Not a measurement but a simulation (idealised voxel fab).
process module | voxel tone inversion
cross-section cut | 140 nm wide | cells 5 nm
A cross-section is a grid of square cells, given in bands from the top down. A band is one or more rows of cells.
Each band's line starts with the height of the band's top and of its bottom, in nm. Then come its materials from left to right, each with its width in nm. One material with "throughout" fills the band from edge to edge. "air" is empty space.
Height 0 is the level under which the wafer as received is all one material. The lowest band goes on downwards, as in "0 down".
A width such as "30 to 40" changes by the same amount from each row of cells to the next, from the band's top row to its bottom row.
"no change" after a step means that no cell of the cross-section changed.
closed voids: empty space of 8 cells or more with no open way to the top, each as width x height at its distance from the left edge, in nm
after a step's settings: what the simulator itself notes on the step
overlay nm, on a step with a mask: how far to the right of its planned place the mask lay; to the left if negative
plan
1 op RECEIVE | material Si
2 op CONFORMAL_DEP | material SiCN | thk nm 10
3 op DIRECTIONAL_DEP | material polySi | thk nm 15
4 op PATTERN | tone cover | mask id POSTS | material resist | width nm 20 | pitch nm 50 | thk nm 25 | overlay nm 0
5 op DIRECTIONAL_ETCH | etch materials polySi | depth nm 15
6 op STRIP | etch materials resist
7 op FILL_DEP | material SiO2 | thk nm 5
8 op CMP | height nm 25
9 op STRIP | etch materials polySi
first wafer, as planned
as received, after step 1
  0 down: Si throughout
  closed voids: none
after step 2
  10 to 0: SiCN throughout
  below 0: unchanged
after step 3
  25 to 10: polySi throughout
  below 10: unchanged
after step 4
  50 to 25: air 35 | resist 20 | air 30 | resist 20 | air 35
  below 25: unchanged
after step 5
  50 to 25: air 35 | resist 20 | air 30 | resist 20 | air 35
  25 to 10: air 35 | polySi 20 | air 30 | polySi 20 | air 35
  below 10: unchanged
after step 6
  25 to 10: air 35 | polySi 20 | air 30 | polySi 20 | air 35
  below 10: unchanged
after step 7
  30 to 25: SiO2 throughout
  25 to 10: SiO2 35 | polySi 20 | SiO2 30 | polySi 20 | SiO2 35
  below 10: unchanged
after step 8
  25 to 10: SiO2 35 | polySi 20 | SiO2 30 | polySi 20 | SiO2 35
  below 10: unchanged
after step 9
  25 to 10: SiO2 35 | air 20 | SiO2 30 | air 20 | SiO2 35
  below 10: unchanged
second wafer: like start, like plan, one mistake. Through step 1 it matches the first wafer
when step 2 should have ended
  15 to 0: polySi throughout
  below 0: unchanged
when step 3 should have ended
  25 to 15: SiCN throughout
  below 15: unchanged
when step 4 should have ended
  50 to 25: air 35 | resist 20 | air 30 | resist 20 | air 35
  below 25: unchanged
when step 5 should have ended: no change
when step 6 should have ended
  25 to 15: SiCN throughout
  below 15: unchanged
when step 7 should have ended
  30 to 25: SiO2 throughout
  below 25: unchanged
when step 8 should have ended
  25 to 15: SiCN throughout
  below 15: unchanged
when step 9 should have ended: no change
what went wrong: steps 2 and 3 were swapped
at the end the second wafer has, in cells: 60 fewer of SiO2 | 84 more of polySi
